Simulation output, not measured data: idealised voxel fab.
The following is a process module called voxel gate over fins.
Square cells of 5 nm make up the cross-section cut, whose width is 195 nm.
A cross-section is written here as square cells arranged in a grid, and it is given in bands from the top down, each band taking up one or more rows of cells. What a band's entry tells you: where the top is and where the bottom is, as heights in nm, and after that what lies inside, material by material from left to right, each with its width in nm. Empty space is written as the word "blank", and a single material marked with the word "throughout" occupies the band from edge to edge. Heights are expressed relative to 0, this being the level below which the as-received wafer comprises one material exclusively. The lowest band is unbounded in the downward direction and is denoted as in "0 -> down". Quick explanation for "30->40": the width changes in equal steps down the rows of cells, from the first number in the band's top row to the second number in its bottom row. Reading "nothing changed" for a step: not a cell of the cross-section changed in it. "Closed internal cavities" lists enclosed empty spaces (at least 8 cells, no open path upward to the top), each as width x height at distance from the left edge, in nm. Text after the settings on a step's line: the simulator's own remark on that step. overlay nm: where the mask lay relative to plan, measured to the right, on steps with a mask; negatives go left.

Here's what the planned process steps look like:
1,RECEIVE,material Si
2,CONFORMAL_DEP,material SiN,thk nm 5
3,PATTERN,tone cover,mask id FINS,material resist,width nm 15,pitch nm 60,thk nm 15,overlay nm 0
4,DIRECTIONAL_ETCH,etch materials SiN,depth nm 5
5,DIRECTIONAL_ETCH,etch materials Si,depth nm 40
6,STRIP,etch materials resist
7,FILL_DEP,material SiO2,thk nm 15
8,CMP,height nm 5
9,PATTERN,tone open,mask id RAIL,material resist,width nm 15,thk nm 15,overlay nm 0
10,DIRECTIONAL_ETCH,etch materials SiO2,depth nm 40
11,STRIP,etch materials resist
12,CONFORMAL_DEP,material TiN,thk nm 5
13,FILL_DEP,material W,thk nm 5
14,CMP,height nm 5
15,SELECTIVE_ETCH,etch materials W Ru TiN,depth nm 25
16,FILL_DEP,material SiO2,thk nm 5
17,CMP,height nm 5
18,SELECTIVE_ETCH,etch materials SiO2,depth nm 20
19,STRIP,etch materials SiN
20,CONFORMAL_DEP,material HfO2,thk nm 5
21,CONFORMAL_DEP,material TiN,thk nm 5
22,CONFORMAL_DEP,material TiAl,thk nm 5
23,CONFORMAL_DEP,material TiN,thk nm 5
24,FILL_DEP,material W,thk nm 10
25,CMP,height nm 25
26,CONFORMAL_DEP,material SiCN,thk nm 5

Cross-section: wafer on arrival = after step 1:
- 0 -> down  Si throughout
- Closed internal cavities: none

Looking at the first of two wafers in cross-section at end of module - ran to plan:
- 30 -> 25  SiCN throughout
- 25 -> 20  W throughout
- 20 -> 15  W 10 nm; TiN 55 nm; W 5 nm; TiN 55 nm; W 5 nm; TiN 55 nm; W 10 nm
- 15 -> 10  W 10 nm; TiN 5 nm; TiAl 45 nm; TiN 5 nm; W 5 nm; TiN 5 nm; TiAl 45 nm; TiN 5 nm; W 5 nm; TiN 5 nm; TiAl 45 nm; TiN 5 nm; W 10 nm
- 10 -> 5  W 10 nm; TiN 5 nm; TiAl 5 nm; TiN 35 nm; TiAl 5 nm; TiN 5 nm; W 5 nm; TiN 5 nm; TiAl 5 nm; TiN 35 nm; TiAl 5 nm; TiN 5 nm; W 5 nm; TiN 5 nm; TiAl 5 nm; TiN 35 nm; TiAl 5 nm; TiN 5 nm; W 10 nm
- 5 -> 0  TiN 15 nm; TiAl 5 nm; TiN 5 nm; HfO2 25 nm; TiN 5 nm; TiAl 5 nm; TiN 15 nm; TiAl 5 nm; TiN 5 nm; HfO2 25 nm; TiN 5 nm; TiAl 5 nm; TiN 15 nm; TiAl 5 nm; TiN 5 nm; HfO2 25 nm; TiN 5 nm; TiAl 5 nm; TiN 15 nm
- 0 -> -5  TiAl 20 nm; TiN 5 nm; HfO2 5 nm; Si 15 nm; HfO2 5 nm; TiN 5 nm; TiAl 25 nm; TiN 5 nm; HfO2 5 nm; Si 15 nm; HfO2 5 nm; TiN 5 nm; TiAl 25 nm; TiN 5 nm; HfO2 5 nm; Si 15 nm; HfO2 5 nm; TiN 5 nm; TiAl 20 nm
- -5 -> -10  TiN 25 nm; HfO2 5 nm; Si 15 nm; HfO2 5 nm; TiN 35 nm; HfO2 5 nm; Si 15 nm; HfO2 5 nm; TiN 35 nm; HfO2 5 nm; Si 15 nm; HfO2 5 nm; TiN 25 nm
- -10 -> -15  HfO2 30 nm; Si 15 nm; HfO2 45 nm; Si 15 nm; HfO2 45 nm; Si 15 nm; HfO2 30 nm
- -15 -> -20  SiO2 30 nm; Si 15 nm; SiO2 45 nm; Si 15 nm; SiO2 45 nm; Si 15 nm; SiO2 30 nm
- -20 -> -30  SiO2 30 nm; Si 15 nm; SiO2 15 nm; TiN 5 nm; W 5 nm; TiN 5 nm; SiO2 15 nm; Si 15 nm; SiO2 45 nm; Si 15 nm; SiO2 30 nm
- -30 -> -35  SiO2 30 nm; Si 15 nm; SiO2 15 nm; TiN 15 nm; SiO2 15 nm; Si 15 nm; SiO2 45 nm; Si 15 nm; SiO2 30 nm
- -35 -> -40  SiO2 30 nm; Si 15 nm; SiO2 45 nm; Si 15 nm; SiO2 45 nm; Si 15 nm; SiO2 30 nm
- -40 -> down  Si throughout
- Closed internal cavities: none

Module end: cross-section of wafer two of two. Same start and process plan as the first wafer. One mistake during execution:
- 30 -> 25  SiCN throughout
- 25 -> 20  W throughout
- 20 -> 15  W 10 nm; TiN 55 nm; W 5 nm; TiN 55 nm; W 5 nm; TiN 55 nm; W 10 nm
- 15 -> 10  W 10 nm; TiN 5 nm; TiAl 45 nm; TiN 5 nm; W 5 nm; TiN 5 nm; TiAl 45 nm; TiN 5 nm; W 5 nm; TiN 5 nm; TiAl 45 nm; TiN 5 nm; W 10 nm
- 10 -> 5  W 10 nm; TiN 5 nm; TiAl 5 nm; TiN 35 nm; TiAl 5 nm; TiN 5 nm; W 5 nm; TiN 5 nm; TiAl 5 nm; TiN 35 nm; TiAl 5 nm; TiN 5 nm; W 5 nm; TiN 5 nm; TiAl 5 nm; TiN 35 nm; TiAl 5 nm; TiN 5 nm; W 10 nm
- 5 -> 0  TiN 15 nm; TiAl 5 nm; TiN 5 nm; HfO2 25 nm; TiN 5 nm; TiAl 5 nm; TiN 15 nm; TiAl 5 nm; TiN 5 nm; HfO2 25 nm; TiN 5 nm; TiAl 5 nm; TiN 15 nm; TiAl 5 nm; TiN 5 nm; HfO2 25 nm; TiN 5 nm; TiAl 5 nm; TiN 15 nm
- 0 -> -5  TiAl 20 nm; TiN 5 nm; HfO2 5 nm; Si 15 nm; HfO2 5 nm; TiN 5 nm; TiAl 25 nm; TiN 5 nm; HfO2 5 nm; Si 15 nm; HfO2 5 nm; TiN 5 nm; TiAl 25 nm; TiN 5 nm; HfO2 5 nm; Si 15 nm; HfO2 5 nm; TiN 5 nm; TiAl 20 nm
- -5 -> -10  TiN 25 nm; HfO2 5 nm; Si 15 nm; HfO2 5 nm; TiN 35 nm; HfO2 5 nm; Si 15 nm; HfO2 5 nm; TiN 35 nm; HfO2 5 nm; Si 15 nm; HfO2 5 nm; TiN 25 nm
- -10 -> -15  HfO2 15 nm; TiN 10 nm; HfO2 5 nm; Si 15 nm; HfO2 5 nm; TiN 10 nm; HfO2 15 nm; TiN 10 nm; HfO2 5 nm; Si 15 nm; HfO2 5 nm; TiN 10 nm; HfO2 15 nm; TiN 10 nm; HfO2 5 nm; Si 15 nm; HfO2 5 nm; TiN 10 nm; HfO2 15 nm
- -15 -> -20  SiO2 10 nm; HfO2 20 nm; Si 15 nm; HfO2 20 nm; SiO2 5 nm; HfO2 20 nm; Si 15 nm; HfO2 20 nm; SiO2 5 nm; HfO2 20 nm; Si 15 nm; HfO2 20 nm; SiO2 10 nm
- -20 -> -30  SiO2 30 nm; Si 15 nm; SiO2 15 nm; TiN 5 nm; W 5 nm; TiN 5 nm; SiO2 15 nm; Si 15 nm; SiO2 45 nm; Si 15 nm; SiO2 30 nm
- -30 -> -35  SiO2 30 nm; Si 15 nm; SiO2 15 nm; TiN 15 nm; SiO2 15 nm; Si 15 nm; SiO2 45 nm; Si 15 nm; SiO2 30 nm
- -35 -> -40  SiO2 30 nm; Si 15 nm; SiO2 45 nm; Si 15 nm; SiO2 45 nm; Si 15 nm; SiO2 30 nm
- -40 -> down  Si throughout
- Closed internal cavities: none
Here's what went sideways: a sequencing error occurred in which plan steps 18 and 19 were transposed
Final wafer comparison in cells, second versus first, more or fewer per material: 12 more of HfO2 | 24 fewer of SiO2 | 12 more of TiN
